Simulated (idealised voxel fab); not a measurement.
Process module under the name voxel transistor to metal
It is cross-section cut that appears here, measuring 205 nm in width, its square cells being 5 nm in size.
In what follows, cross-sections appear as grids of square cells, described through bands that run from the top down, where every band is one or more rows of cells.
Band: top and bottom heights (nm) first, top before bottom; then materials from left to right, widths in nm. "all across" marks a sole material filling the band edge to edge. "air" denotes empty space.
Note: height 0 marks the level under which the wafer is uniformly one material as received. Lowest band unbounded below, written "0 nm and below".
When a width is written as two numbers, as in "30..40", the first number is the width in the top row of cells of the band and the second is the width in its bottom row, and the width changes by the same amount from each row to the next.
What does "nothing got changed" mean for a step? It means no cell of the cross-section changed in that step.
"Closed void list": empty spaces of 8 cells or more with no open way to the top, each given as width x height at distance, distance from the left edge, all in nm.
It should be noted that, on the line of a given step, the content following the step's settings is a remark produced by the simulator itself with respect to that step.
Each step line may optionally specify "overlay nm", which for a step with a mask gives the rightward distance between the mask's planned place and where it lay, a negative value indicating the leftward direction.
## Set out below are the planned steps of the process
1 RECEIVE,material Si
2 OXIDIZE,depth nm 5
3 CONFORMAL_DEP,material SiN,thk nm 10
4 DIRECTIONAL_DEP,material aC,thk nm 10
5 PATTERN,tone cover,mask id ACTIVE,material resist,width nm 100,thk nm 25,overlay nm 0
6 DIRECTIONAL_ETCH,etch materials aC,depth nm 10
7 STRIP,etch materials resist
8 DIRECTIONAL_ETCH,etch materials SiN,depth nm 10
9 DIRECTIONAL_ETCH,etch materials SiO2,depth nm 5
10 DIRECTIONAL_ETCH,etch materials Si,depth nm 35
11 STRIP,etch materials aC
12 OXIDIZE,depth nm 5
13 FILL_DEP,material SiO2,thk nm 5
14 CMP,height nm 10
15 SELECTIVE_ETCH,etch materials SiO2,depth nm 10
16 STRIP,etch materials SiN
17 SELECTIVE_ETCH,etch materials SiO2,depth nm 5
18 OXIDIZE,depth nm 5
19 DIRECTIONAL_DEP,material polySi,thk nm 20
20 DIRECTIONAL_DEP,material SiCN,thk nm 15
21 PATTERN,tone cover,mask id GATE,material resist,width nm 30,thk nm 15,overlay nm 0
22 DIRECTIONAL_ETCH,etch materials SiCN,depth nm 25
23 DIRECTIONAL_ETCH,etch materials polySi,depth nm 30
24 STRIP,etch materials resist
25 CONFORMAL_DEP,material SiN,thk nm 10
26 DIRECTIONAL_ETCH,etch materials SiN,depth nm 10
27 DIRECTIONAL_ETCH,etch materials SiO2,depth nm 5
28 DIRECTIONAL_ETCH,etch materials Si,depth nm 10
29 EPI,material nSi,thk nm 15
30 FILL_DEP,material SiO2,thk nm 5
31 CMP,height nm 15
32 STRIP,etch materials polySi
33 SELECTIVE_ETCH,etch materials SiO2,depth nm 5
34 CONFORMAL_DEP,material HfO2,thk nm 5
35 CONFORMAL_DEP,material TiN,thk nm 5
36 FILL_DEP,material W,thk nm 5
37 CMP,height nm 10
38 DIRECTIONAL_DEP,material SiO2,thk nm 10
39 PATTERN,tone open,mask id CONTACT,material resist,width nm 15,pitch nm 75,thk nm 20,overlay nm 0
40 DIRECTIONAL_ETCH,etch materials SiO2,depth nm 25
41 STRIP,etch materials resist
42 CONFORMAL_DEP,material TiN,thk nm 5
43 FILL_DEP,material Ru,thk nm 10
44 CMP,height nm 20
45 DIRECTIONAL_DEP,material TiN,thk nm 5
46 DIRECTIONAL_DEP,material Ru,thk nm 20
47 DIRECTIONAL_DEP,material aC,thk nm 10
48 PATTERN,tone cover,mask id METAL_1,material resist,width nm 15,pitch nm 75,thk nm 25,overlay nm 0
49 DIRECTIONAL_ETCH,etch materials aC,depth nm 10
50 STRIP,etch materials resist
51 DIRECTIONAL_ETCH,etch materials Ru,depth nm 20
52 DIRECTIONAL_ETCH,etch materials TiN,depth nm 5
53 STRIP,etch materials aC
54 CONFORMAL_DEP,material SiN,thk nm 5
55 FILL_DEP,material lowk,thk nm 10
56 CMP,height nm 45
57 CONFORMAL_DEP,material SiCN,thk nm 5
58 DIRECTIONAL_DEP,material lowk,thk nm 30
59 PATTERN,tone open,mask id METAL_2,material resist,width nm 15,pitch nm 75,thk nm 20,overlay nm 0
60 DIRECTIONAL_ETCH,etch materials lowk,depth nm 15
61 STRIP,etch materials resist
62 PATTERN,tone open,mask id METAL_2_HOLES,material resist,width nm 15,pitch nm 75,thk nm 20,overlay nm 0
63 DIRECTIONAL_ETCH,etch materials lowk,depth nm 15
64 DIRECTIONAL_ETCH,etch materials SiCN,depth nm 5
65 STRIP,etch materials resist
66 CONFORMAL_DEP,material TiN,thk nm 5
67 FILL_DEP,material Ru,thk nm 5
68 CMP,height nm 80
69 CONFORMAL_DEP,material SiN,thk nm 5
## Account of the first of two wafers, which was processed as intended
## Cross-section of the wafer upon arrival, representing the state reached after step 1
0 nm and below  Si all across
Closed void list: none
## The wafer in cross-section once step 2 is complete
0 nm to -5 nm  SiO2 all across
All layers under -5 are left as they were.
## The wafer in cross-section once step 3 is complete
10 nm to 0 nm  SiN all across
All layers under 0 are left as they were.
## The wafer in cross-section once step 4 is complete
20 nm to 10 nm  aC all across
All layers under 10 are left as they were.
## The wafer in cross-section once step 5 is complete
45 nm to 20 nm  air (50); resist (100); air (55)
All layers under 20 are left as they were.
## The wafer in cross-section once step 6 is complete
35 nm to 20 nm  air (50); resist (100); air (55)
20 nm to 10 nm  air (50); aC (100); air (55)
All layers under 10 are left as they were.
## The wafer in cross-section once step 7 is complete
20 nm to 10 nm  air (50); aC (100); air (55)
All layers under 10 are left as they were.
## The wafer in cross-section once step 8 is complete
20 nm to 10 nm  air (50); aC (100); air (55)
10 nm to 0 nm  air (50); SiN (100); air (55)
All layers under 0 are left as they were.
## The wafer in cross-section once step 9 is complete
20 nm to 10 nm  air (50); aC (100); air (55)
10 nm to 0 nm  air (50); SiN (100); air (55)
0 nm to -5 nm  air (50); SiO2 (100); air (55)
All layers under -5 are left as they were.
## The wafer in cross-section once step 10 is complete
20 nm to 10 nm  air (50); aC (100); air (55)
10 nm to 0 nm  air (50); SiN (100); air (55)
0 nm to -5 nm  air (50); SiO2 (100); air (55)
-5 nm to -40 nm  air (50); Si (100); air (55)
All layers under -40 are left as they were.
## The wafer in cross-section once step 11 is complete
10 nm to 0 nm  air (50); SiN (100); air (55)
All layers under 0 are left as they were.
## The wafer in cross-section once step 12 is complete
10 nm to 0 nm  air (50); SiN (100); air (55)
0 nm to -5 nm  air (50); SiO2 (100); air (55)
-5 nm to -40 nm  air (50); SiO2 (5); Si (90); SiO2 (5); air (55)
-40 nm to -45 nm  SiO2 (55); Si (90); SiO2 (60)
All layers under -45 are left as they were.
## The wafer in cross-section once step 13 is complete
15 nm to 10 nm  SiO2 all across
10 nm to 0 nm  SiO2 (50); SiN (100); SiO2 (55)
0 nm to -5 nm  SiO2 all across
-5 nm to -45 nm  SiO2 (55); Si (90); SiO2 (60)
All layers under -45 are left as they were.
## The wafer in cross-section once step 14 is complete
10 nm to 0 nm  SiO2 (50); SiN (100); SiO2 (55)
All layers under 0 are left as they were.
## The wafer in cross-section once step 15 is complete
10 nm to 0 nm  air (50); SiN (100); air (55)
All layers under 0 are left as they were.
## The wafer in cross-section once step 16 is complete
0 nm to -5 nm  SiO2 all across
All layers under -5 are left as they were.
## The wafer in cross-section once step 17 is complete
-5 nm to -45 nm  SiO2 (55); Si (90); SiO2 (60)
All layers under -45 are left as they were.
## The wafer in cross-section once step 18 is complete
-5 nm to -10 nm  SiO2 all across
All layers under -10 are left as they were.
## The wafer in cross-section once step 19 is complete
15 nm to -5 nm  polySi all across
All layers under -5 are left as they were.
## The wafer in cross-section once step 20 is complete
30 nm to 15 nm  SiCN all across
All layers under 15 are left as they were.
## The wafer in cross-section once step 21 is complete
45 nm to 30 nm  air (85); resist (30); air (90)
All layers under 30 are left as they were.
## The wafer in cross-section once step 22 is complete
45 nm to 30 nm  air (85); resist (30); air (90)
30 nm to 15 nm  air (85); SiCN (30); air (90)
All layers under 15 are left as they were.
## The wafer in cross-section once step 23 is complete
45 nm to 30 nm  air (85); resist (30); air (90)
30 nm to 15 nm  air (85); SiCN (30); air (90)
15 nm to -5 nm  air (85); polySi (30); air (90)
All layers under -5 are left as they were.
## The wafer in cross-section once step 24 is complete
30 nm to 15 nm  air (85); SiCN (30); air (90)
All layers under 15 are left as they were.
## The wafer in cross-section once step 25 is complete
40 nm to 30 nm  air (75); SiN (50); air (80)
30 nm to 15 nm  air (75); SiN (10); SiCN (30); SiN (10); air (80)
15 nm to 5 nm  air (75); SiN (10); polySi (30); SiN (10); air (80)
5 nm to -5 nm  SiN (85); polySi (30); SiN (90)
All layers under -5 are left as they were.
## The wafer in cross-section once step 26 is complete
30 nm to 15 nm  air (75); SiN (10); SiCN (30); SiN (10); air (80)
15 nm to -5 nm  air (75); SiN (10); polySi (30); SiN (10); air (80)
All layers under -5 are left as they were.
## The wafer in cross-section once step 27 is complete
30 nm to 15 nm  air (75); SiN (10); SiCN (30); SiN (10); air (80)
15 nm to -5 nm  air (75); SiN (10); polySi (30); SiN (10); air (80)
-5 nm to -10 nm  air (75); SiO2 (50); air (80)
All layers under -10 are left as they were.
## The wafer in cross-section once step 28 is complete
30 nm to 15 nm  air (75); SiN (10); SiCN (30); SiN (10); air (80)
15 nm to -5 nm  air (75); SiN (10); polySi (30); SiN (10); air (80)
-5 nm to -10 nm  air (75); SiO2 (50); air (80)
-10 nm to -20 nm  SiO2 (55); air (20); Si (50); air (20); SiO2 (60)
All layers under -20 are left as they were.
## The wafer in cross-section once step 29 is complete
30 nm to 15 nm  air (75); SiN (10); SiCN (30); SiN (10); air (80)
15 nm to 5 nm  air (75); SiN (10); polySi (30); SiN (10); air (80)
5 nm to -5 nm  air (60); nSi (15); SiN (10); polySi (30); SiN (10); nSi (15); air (65)
-5 nm to -10 nm  air (50); nSi (25); SiO2 (50); nSi (25); air (55)
-10 nm to -20 nm  SiO2 (55); nSi (20); Si (50); nSi (20); SiO2 (60)
All layers under -20 are left as they were.
## The wafer in cross-section once step 30 is complete
35 nm to 30 nm  SiO2 all across
30 nm to 15 nm  SiO2 (75); SiN (10); SiCN (30); SiN (10); SiO2 (80)
15 nm to 5 nm  SiO2 (75); SiN (10); polySi (30); SiN (10); SiO2 (80)
5 nm to -5 nm  SiO2 (60); nSi (15); SiN (10); polySi (30); SiN (10); nSi (15); SiO2 (65)
-5 nm to -10 nm  SiO2 (50); nSi (25); SiO2 (50); nSi (25); SiO2 (55)
All layers under -10 are left as they were.
## The wafer in cross-section once step 31 is complete
15 nm to 5 nm  SiO2 (75); SiN (10); polySi (30); SiN (10); SiO2 (80)
All layers under 5 are left as they were.
## The wafer in cross-section once step 32 is complete
15 nm to 5 nm  SiO2 (75); SiN (10); air (30); SiN (10); SiO2 (80)
5 nm to -5 nm  SiO2 (60); nSi (15); SiN (10); air (30); SiN (10); nSi (15); SiO2 (65)
All layers under -5 are left as they were.
## The wafer in cross-section once step 33 is complete
15 nm to 10 nm  air (75); SiN (10); air (30); SiN (10); air (80)
10 nm to 5 nm  SiO2 (75); SiN (10); air (30); SiN (10); SiO2 (80)
5 nm to -5 nm  SiO2 (60); nSi (15); SiN (10); air (30); SiN (10); nSi (15); SiO2 (65)
-5 nm to -10 nm  SiO2 (50); nSi (25); SiO2 (5); air (40); SiO2 (5); nSi (25); SiO2 (55)
All layers under -10 are left as they were.
## The wafer in cross-section once step 34 is complete
20 nm to 15 nm  air (70); HfO2 (20); air (20); HfO2 (20); air (75)
15 nm to 10 nm  HfO2 (75); SiN (10); HfO2 (5); air (20); HfO2 (5); SiN (10); HfO2 (80)
10 nm to 5 nm  SiO2 (75); SiN (10); HfO2 (5); air (20); HfO2 (5); SiN (10); SiO2 (80)
5 nm to -5 nm  SiO2 (60); nSi (15); SiN (10); HfO2 (5); air (20); HfO2 (5); SiN (10); nSi (15); SiO2 (65)
-5 nm to -10 nm  SiO2 (50); nSi (25); SiO2 (5); HfO2 (40); SiO2 (5); nSi (25); SiO2 (55)
All layers under -10 are left as they were.
## The wafer in cross-section once step 35 is complete
25 nm to 20 nm  air (65); TiN (30); air (10); TiN (30); air (70)
20 nm to 15 nm  TiN (70); HfO2 (20); TiN (5); air (10); TiN (5); HfO2 (20); TiN (75)
15 nm to 10 nm  HfO2 (75); SiN (10); HfO2 (5); TiN (5); air (10); TiN (5); HfO2 (5); SiN (10); HfO2 (80)
10 nm to 5 nm  SiO2 (75); SiN (10); HfO2 (5); TiN (5); air (10); TiN (5); HfO2 (5); SiN (10); SiO2 (80)
5 nm to 0 nm  SiO2 (60); nSi (15); SiN (10); HfO2 (5); TiN (5); air (10); TiN (5); HfO2 (5); SiN (10); nSi (15); SiO2 (65)
0 nm to -5 nm  SiO2 (60); nSi (15); SiN (10); HfO2 (5); TiN (20); HfO2 (5); SiN (10); nSi (15); SiO2 (65)
All layers under -5 are left as they were.
## The wafer in cross-section once step 36 is complete
30 nm to 25 nm  W all across
25 nm to 20 nm  W (65); TiN (30); W (10); TiN (30); W (70)
20 nm to 15 nm  TiN (70); HfO2 (20); TiN (5); W (10); TiN (5); HfO2 (20); TiN (75)
15 nm to 10 nm  HfO2 (75); SiN (10); HfO2 (5); TiN (5); W (10); TiN (5); HfO2 (5); SiN (10); HfO2 (80)
10 nm to 5 nm  SiO2 (75); SiN (10); HfO2 (5); TiN (5); W (10); TiN (5); HfO2 (5); SiN (10); SiO2 (80)
5 nm to 0 nm  SiO2 (60); nSi (15); SiN (10); HfO2 (5); TiN (5); W (10); TiN (5); HfO2 (5); SiN (10); nSi (15); SiO2 (65)
All layers under 0 are left as they were.
## The wafer in cross-section once step 37 is complete
10 nm to 5 nm  SiO2 (75); SiN (10); HfO2 (5); TiN (5); W (10); TiN (5); HfO2 (5); SiN (10); SiO2 (80)
All layers under 5 are left as they were.
## The wafer in cross-section once step 38 is complete
20 nm to 10 nm  SiO2 all across
All layers under 10 are left as they were.
## The wafer in cross-section once step 39 is complete
40 nm to 20 nm  resist (55); air (15); resist (60); air (15); resist (60)
All layers under 20 are left as they were.
## The wafer in cross-section once step 40 is complete
40 nm to 20 nm  resist (55); air (15); resist (60); air (15); resist (60)
20 nm to 10 nm  SiO2 (55); air (15); SiO2 (60); air (15); SiO2 (60)
10 nm to 5 nm  SiO2 (55); air (15); SiO2 (5); SiN (10); HfO2 (5); TiN (5); W (10); TiN (5); HfO2 (5); SiN (10); SiO2 (5); air (15); SiO2 (60)
5 nm to 0 nm  SiO2 (55); air (5); nSi (15); SiN (10); HfO2 (5); TiN (5); W (10); TiN (5); HfO2 (5); SiN (10); nSi (15); air (5); SiO2 (60)
0 nm to -5 nm  SiO2 (55); air (5); nSi (15); SiN (10); HfO2 (5); TiN (20); HfO2 (5); SiN (10); nSi (15); air (5); SiO2 (60)
All layers under -5 are left as they were.
## The wafer in cross-section once step 41 is complete
20 nm to 10 nm  SiO2 (55); air (15); SiO2 (60); air (15); SiO2 (60)
All layers under 10 are left as they were.
## The wafer in cross-section once step 42 is complete
25 nm to 20 nm  TiN (60); air (5); TiN (70); air (5); TiN (65)
20 nm to 10 nm  SiO2 (55); TiN (5); air (5); TiN (5); SiO2 (60); TiN (5); air (5); TiN (5); SiO2 (60)
10 nm to 5 nm  SiO2 (55); TiN (15); SiO2 (5); SiN (10); HfO2 (5); TiN (5); W (10); TiN (5); HfO2 (5); SiN (10); SiO2 (5); TiN (15); SiO2 (60)
5 nm to 0 nm  SiO2 (55); TiN (5); nSi (15); SiN (10); HfO2 (5); TiN (5); W (10); TiN (5); HfO2 (5); SiN (10); nSi (15); TiN (5); SiO2 (60)
0 nm to -5 nm  SiO2 (55); TiN (5); nSi (15); SiN (10); HfO2 (5); TiN (20); HfO2 (5); SiN (10); nSi (15); TiN (5); SiO2 (60)
All layers under -5 are left as they were.
## The wafer in cross-section once step 43 is complete
35 nm to 25 nm  Ru all across
25 nm to 20 nm  TiN (60); Ru (5); TiN (70); Ru (5); TiN (65)
20 nm to 10 nm  SiO2 (55); TiN (5); Ru (5); TiN (5); SiO2 (60); TiN (5); Ru (5); TiN (5); SiO2 (60)
All layers under 10 are left as they were.
## The wafer in cross-section once step 44 is complete
20 nm to 10 nm  SiO2 (55); TiN (5); Ru (5); TiN (5); SiO2 (60); TiN (5); Ru (5); TiN (5); SiO2 (60)
All layers under 10 are left as they were.
## The wafer in cross-section once step 45 is complete
25 nm to 20 nm  TiN all across
All layers under 20 are left as they were.
## The wafer in cross-section once step 46 is complete
45 nm to 25 nm  Ru all across
All layers under 25 are left as they were.
## The wafer in cross-section once step 47 is complete
55 nm to 45 nm  aC all across
All layers under 45 are left as they were.
## The wafer in cross-section once step 48 is complete
80 nm to 55 nm  air (55); resist (15); air (60); resist (15); air (60)
All layers under 55 are left as they were.
## The wafer in cross-section once step 49 is complete
70 nm to 55 nm  air (55); resist (15); air (60); resist (15); air (60)
55 nm to 45 nm  air (55); aC (15); air (60); aC (15); air (60)
All layers under 45 are left as they were.
## The wafer in cross-section once step 50 is complete
55 nm to 45 nm  air (55); aC (15); air (60); aC (15); air (60)
All layers under 45 are left as they were.
## The wafer in cross-section once step 51 is complete
55 nm to 45 nm  air (55); aC (15); air (60); aC (15); air (60)
45 nm to 25 nm  air (55); Ru (15); air (60); Ru (15); air (60)
All layers under 25 are left as they were.
## The wafer in cross-section once step 52 is complete
55 nm to 45 nm  air (55); aC (15); air (60); aC (15); air (60)
45 nm to 25 nm  air (55); Ru (15); air (60); Ru (15); air (60)
25 nm to 20 nm  air (55); TiN (15); air (60); TiN (15); air (60)
All layers under 20 are left as they were.
## The wafer in cross-section once step 53 is complete
45 nm to 25 nm  air (55); Ru (15); air (60); Ru (15); air (60)
All layers under 25 are left as they were.
## The wafer in cross-section once step 54 is complete
50 nm to 45 nm  air (50); SiN (25); air (50); SiN (25); air (55)
45 nm to 25 nm  air (50); SiN (5); Ru (15); SiN (5); air (50); SiN (5); Ru (15); SiN (5); air (55)
25 nm to 20 nm  SiN (55); TiN (15); SiN (60); TiN (15); SiN (60)
All layers under 20 are left as they were.
## The wafer in cross-section once step 55 is complete
60 nm to 50 nm  lowk all across
50 nm to 45 nm  lowk (50); SiN (25); lowk (50); SiN (25); lowk (55)
45 nm to 25 nm  lowk (50); SiN (5); Ru (15); SiN (5); lowk (50); SiN (5); Ru (15); SiN (5); lowk (55)
All layers under 25 are left as they were.
## The wafer in cross-section once step 56 is complete
45 nm to 25 nm  lowk (50); SiN (5); Ru (15); SiN (5); lowk (50); SiN (5); Ru (15); SiN (5); lowk (55)
All layers under 25 are left as they were.
## The wafer in cross-section once step 57 is complete
50 nm to 45 nm  SiCN all across
All layers under 45 are left as they were.
## The wafer in cross-section once step 58 is complete
80 nm to 50 nm  lowk all across
All layers under 50 are left as they were.
## The wafer in cross-section once step 59 is complete
100 nm to 80 nm  resist (55); air (15); resist (60); air (15); resist (60)
All layers under 80 are left as they were.
## The wafer in cross-section once step 60 is complete
100 nm to 80 nm  resist (55); air (15); resist (60); air (15); resist (60)
80 nm to 65 nm  lowk (55); air (15); lowk (60); air (15); lowk (60)
All layers under 65 are left as they were.
## The wafer in cross-section once step 61 is complete
80 nm to 65 nm  lowk (55); air (15); lowk (60); air (15); lowk (60)
All layers under 65 are left as they were.
## The wafer in cross-section once step 62 is complete
100 nm to 80 nm  resist (55); air (15); resist (60); air (15); resist (60)
All layers under 80 are left as they were.
## The wafer in cross-section once step 63 is complete
100 nm to 80 nm  resist (55); air (15); resist (60); air (15); resist (60)
80 nm to 50 nm  lowk (55); air (15); lowk (60); air (15); lowk (60)
All layers under 50 are left as they were.
## The wafer in cross-section once step 64 is complete
100 nm to 80 nm  resist (55); air (15); resist (60); air (15); resist (60)
80 nm to 50 nm  lowk (55); air (15); lowk (60); air (15); lowk (60)
50 nm to 45 nm  SiCN (55); air (15); SiCN (60); air (15); SiCN (60)
All layers under 45 are left as they were.
## The wafer in cross-section once step 65 is complete
80 nm to 50 nm  lowk (55); air (15); lowk (60); air (15); lowk (60)
All layers under 50 are left as they were.
## The wafer in cross-section once step 66 is complete
85 nm to 80 nm  TiN (60); air (5); TiN (70); air (5); TiN (65)
80 nm to 50 nm  lowk (55); TiN (5); air (5); TiN (5); lowk (60); TiN (5); air (5); TiN (5); lowk (60)
50 nm to 45 nm  SiCN (55); TiN (15); SiCN (60); TiN (15); SiCN (60)
All layers under 45 are left as they were.
## The wafer in cross-section once step 67 is complete
90 nm to 85 nm  Ru all across
85 nm to 80 nm  TiN (60); Ru (5); TiN (70); Ru (5); TiN (65)
80 nm to 50 nm  lowk (55); TiN (5); Ru (5); TiN (5); lowk (60); TiN (5); Ru (5); TiN (5); lowk (60)
All layers under 50 are left as they were.
## The wafer in cross-section once step 68 is complete
80 nm to 50 nm  lowk (55); TiN (5); Ru (5); TiN (5); lowk (60); TiN (5); Ru (5); TiN (5); lowk (60)
All layers under 50 are left as they were.
## The wafer in cross-section once step 69 is complete
85 nm to 80 nm  SiN all across
All layers under 80 are left as they were.
## Now the other wafer: same start, same recipe, but we messed up one thing when running it. Up to and including step 33 it's the same as the first one
Second wafer, sectioned view, at step 34's planned end time: nothing got changed
## Second wafer, sectioned view, at step 35's planned end time
20 nm to 15 nm  air (70); TiN (20); air (20); TiN (20); air (75)
15 nm to 10 nm  TiN (75); SiN (10); TiN (5); air (20); TiN (5); SiN (10); TiN (80)
10 nm to 5 nm  SiO2 (75); SiN (10); TiN (5); air (20); TiN (5); SiN (10); SiO2 (80)
5 nm to -5 nm  SiO2 (60); nSi (15); SiN (10); TiN (5); air (20); TiN (5); SiN (10); nSi (15); SiO2 (65)
-5 nm to -10 nm  SiO2 (50); nSi (25); SiO2 (5); TiN (40); SiO2 (5); nSi (25); SiO2 (55)
All layers under -10 are left as they were.
## Second wafer, sectioned view, at step 36's planned end time
25 nm to 20 nm  W all across
20 nm to 15 nm  W (70); TiN (20); W (20); TiN (20); W (75)
15 nm to 10 nm  TiN (75); SiN (10); TiN (5); W (20); TiN (5); SiN (10); TiN (80)
10 nm to 5 nm  SiO2 (75); SiN (10); TiN (5); W (20); TiN (5); SiN (10); SiO2 (80)
5 nm to -5 nm  SiO2 (60); nSi (15); SiN (10); TiN (5); W (20); TiN (5); SiN (10); nSi (15); SiO2 (65)
All layers under -5 are left as they were.
## Second wafer, sectioned view, at step 37's planned end time
10 nm to 5 nm  SiO2 (75); SiN (10); TiN (5); W (20); TiN (5); SiN (10); SiO2 (80)
All layers under 5 are left as they were.
## Second wafer, sectioned view, at step 38's planned end time
20 nm to 10 nm  SiO2 all across
All layers under 10 are left as they were.
## Second wafer, sectioned view, at step 39's planned end time
40 nm to 20 nm  resist (55); air (15); resist (60); air (15); resist (60)
All layers under 20 are left as they were.
## Second wafer, sectioned view, at step 40's planned end time
40 nm to 20 nm  resist (55); air (15); resist (60); air (15); resist (60)
20 nm to 10 nm  SiO2 (55); air (15); SiO2 (60); air (15); SiO2 (60)
10 nm to 5 nm  SiO2 (55); air (15); SiO2 (5); SiN (10); TiN (5); W (20); TiN (5); SiN (10); SiO2 (5); air (15); SiO2 (60)
5 nm to -5 nm  SiO2 (55); air (5); nSi (15); SiN (10); TiN (5); W (20); TiN (5); SiN (10); nSi (15); air (5); SiO2 (60)
All layers under -5 are left as they were.
## Second wafer, sectioned view, at step 41's planned end time
20 nm to 10 nm  SiO2 (55); air (15); SiO2 (60); air (15); SiO2 (60)
All layers under 10 are left as they were.
## Second wafer, sectioned view, at step 42's planned end time
25 nm to 20 nm  TiN (60); air (5); TiN (70); air (5); TiN (65)
20 nm to 10 nm  SiO2 (55); TiN (5); air (5); TiN (5); SiO2 (60); TiN (5); air (5); TiN (5); SiO2 (60)
10 nm to 5 nm  SiO2 (55); TiN (15); SiO2 (5); SiN (10); TiN (5); W (20); TiN (5); SiN (10); SiO2 (5); TiN (15); SiO2 (60)
5 nm to -5 nm  SiO2 (55); TiN (5); nSi (15); SiN (10); TiN (5); W (20); TiN (5); SiN (10); nSi (15); TiN (5); SiO2 (60)
All layers under -5 are left as they were.
## Second wafer, sectioned view, at step 43's planned end time
35 nm to 25 nm  Ru all across
25 nm to 20 nm  TiN (60); Ru (5); TiN (70); Ru (5); TiN (65)
20 nm to 10 nm  SiO2 (55); TiN (5); Ru (5); TiN (5); SiO2 (60); TiN (5); Ru (5); TiN (5); SiO2 (60)
All layers under 10 are left as they were.
## Second wafer, sectioned view, at step 44's planned end time
20 nm to 10 nm  SiO2 (55); TiN (5); Ru (5); TiN (5); SiO2 (60); TiN (5); Ru (5); TiN (5); SiO2 (60)
All layers under 10 are left as they were.
## Second wafer, sectioned view, at step 45's planned end time
25 nm to 20 nm  TiN all across
All layers under 20 are left as they were.
## Second wafer, sectioned view, at step 46's planned end time
45 nm to 25 nm  Ru all across
All layers under 25 are left as they were.
## Second wafer, sectioned view, at step 47's planned end time
55 nm to 45 nm  aC all across
All layers under 45 are left as they were.
## Second wafer, sectioned view, at step 48's planned end time
80 nm to 55 nm  air (55); resist (15); air (60); resist (15); air (60)
All layers under 55 are left as they were.
## Second wafer, sectioned view, at step 49's planned end time
70 nm to 55 nm  air (55); resist (15); air (60); resist (15); air (60)
55 nm to 45 nm  air (55); aC (15); air (60); aC (15); air (60)
All layers under 45 are left as they were.
## Second wafer, sectioned view, at step 50's planned end time
55 nm to 45 nm  air (55); aC (15); air (60); aC (15); air (60)
All layers under 45 are left as they were.
## Second wafer, sectioned view, at step 51's planned end time
55 nm to 45 nm  air (55); aC (15); air (60); aC (15); air (60)
45 nm to 25 nm  air (55); Ru (15); air (60); Ru (15); air (60)
All layers under 25 are left as they were.
## Second wafer, sectioned view, at step 52's planned end time
55 nm to 45 nm  air (55); aC (15); air (60); aC (15); air (60)
45 nm to 25 nm  air (55); Ru (15); air (60); Ru (15); air (60)
25 nm to 20 nm  air (55); TiN (15); air (60); TiN (15); air (60)
All layers under 20 are left as they were.
## Second wafer, sectioned view, at step 53's planned end time
45 nm to 25 nm  air (55); Ru (15); air (60); Ru (15); air (60)
All layers under 25 are left as they were.
## Second wafer, sectioned view, at step 54's planned end time
50 nm to 45 nm  air (50); SiN (25); air (50); SiN (25); air (55)
45 nm to 25 nm  air (50); SiN (5); Ru (15); SiN (5); air (50); SiN (5); Ru (15); SiN (5); air (55)
25 nm to 20 nm  SiN (55); TiN (15); SiN (60); TiN (15); SiN (60)
All layers under 20 are left as they were.
## Second wafer, sectioned view, at step 55's planned end time
60 nm to 50 nm  lowk all across
50 nm to 45 nm  lowk (50); SiN (25); lowk (50); SiN (25); lowk (55)
45 nm to 25 nm  lowk (50); SiN (5); Ru (15); SiN (5); lowk (50); SiN (5); Ru (15); SiN (5); lowk (55)
All layers under 25 are left as they were.
## Second wafer, sectioned view, at step 56's planned end time
45 nm to 25 nm  lowk (50); SiN (5); Ru (15); SiN (5); lowk (50); SiN (5); Ru (15); SiN (5); lowk (55)
All layers under 25 are left as they were.
## Second wafer, sectioned view, at step 57's planned end time
50 nm to 45 nm  SiCN all across
All layers under 45 are left as they were.
## Second wafer, sectioned view, at step 58's planned end time
80 nm to 50 nm  lowk all across
All layers under 50 are left as they were.
## Second wafer, sectioned view, at step 59's planned end time
100 nm to 80 nm  resist (55); air (15); resist (60); air (15); resist (60)
All layers under 80 are left as they were.
## Second wafer, sectioned view, at step 60's planned end time
100 nm to 80 nm  resist (55); air (15); resist (60); air (15); resist (60)
80 nm to 65 nm  lowk (55); air (15); lowk (60); air (15); lowk (60)
All layers under 65 are left as they were.
## Second wafer, sectioned view, at step 61's planned end time
80 nm to 65 nm  lowk (55); air (15); lowk (60); air (15); lowk (60)
All layers under 65 are left as they were.
## Second wafer, sectioned view, at step 62's planned end time
100 nm to 80 nm  resist (55); air (15); resist (60); air (15); resist (60)
All layers under 80 are left as they were.
## Second wafer, sectioned view, at step 63's planned end time
100 nm to 80 nm  resist (55); air (15); resist (60); air (15); resist (60)
80 nm to 50 nm  lowk (55); air (15); lowk (60); air (15); lowk (60)
All layers under 50 are left as they were.
## Second wafer, sectioned view, at step 64's planned end time
100 nm to 80 nm  resist (55); air (15); resist (60); air (15); resist (60)
80 nm to 50 nm  lowk (55); air (15); lowk (60); air (15); lowk (60)
50 nm to 45 nm  SiCN (55); air (15); SiCN (60); air (15); SiCN (60)
All layers under 45 are left as they were.
## Second wafer, sectioned view, at step 65's planned end time
80 nm to 50 nm  lowk (55); air (15); lowk (60); air (15); lowk (60)
All layers under 50 are left as they were.
## Second wafer, sectioned view, at step 66's planned end time
85 nm to 80 nm  TiN (60); air (5); TiN (70); air (5); TiN (65)
80 nm to 50 nm  lowk (55); TiN (5); air (5); TiN (5); lowk (60); TiN (5); air (5); TiN (5); lowk (60)
50 nm to 45 nm  SiCN (55); TiN (15); SiCN (60); TiN (15); SiCN (60)
All layers under 45 are left as they were.
## Second wafer, sectioned view, at step 67's planned end time
90 nm to 85 nm  Ru all across
85 nm to 80 nm  TiN (60); Ru (5); TiN (70); Ru (5); TiN (65)
80 nm to 50 nm  lowk (55); TiN (5); Ru (5); TiN (5); lowk (60); TiN (5); Ru (5); TiN (5); lowk (60)
All layers under 50 are left as they were.
## Second wafer, sectioned view, at step 68's planned end time
80 nm to 50 nm  lowk (55); TiN (5); Ru (5); TiN (5); lowk (60); TiN (5); Ru (5); TiN (5); lowk (60)
All layers under 50 are left as they were.
## Second wafer, sectioned view, at step 69's planned end time
85 nm to 80 nm  SiN all across
All layers under 80 are left as they were.
In executing the process, a mistake was made relative to the plan: step 34 of the plan was jumped over and never run
Count the cells at the end and the second wafer has more or fewer of some materials than the first: 14 fewer of HfO2, 6 more of TiN, 8 more of W
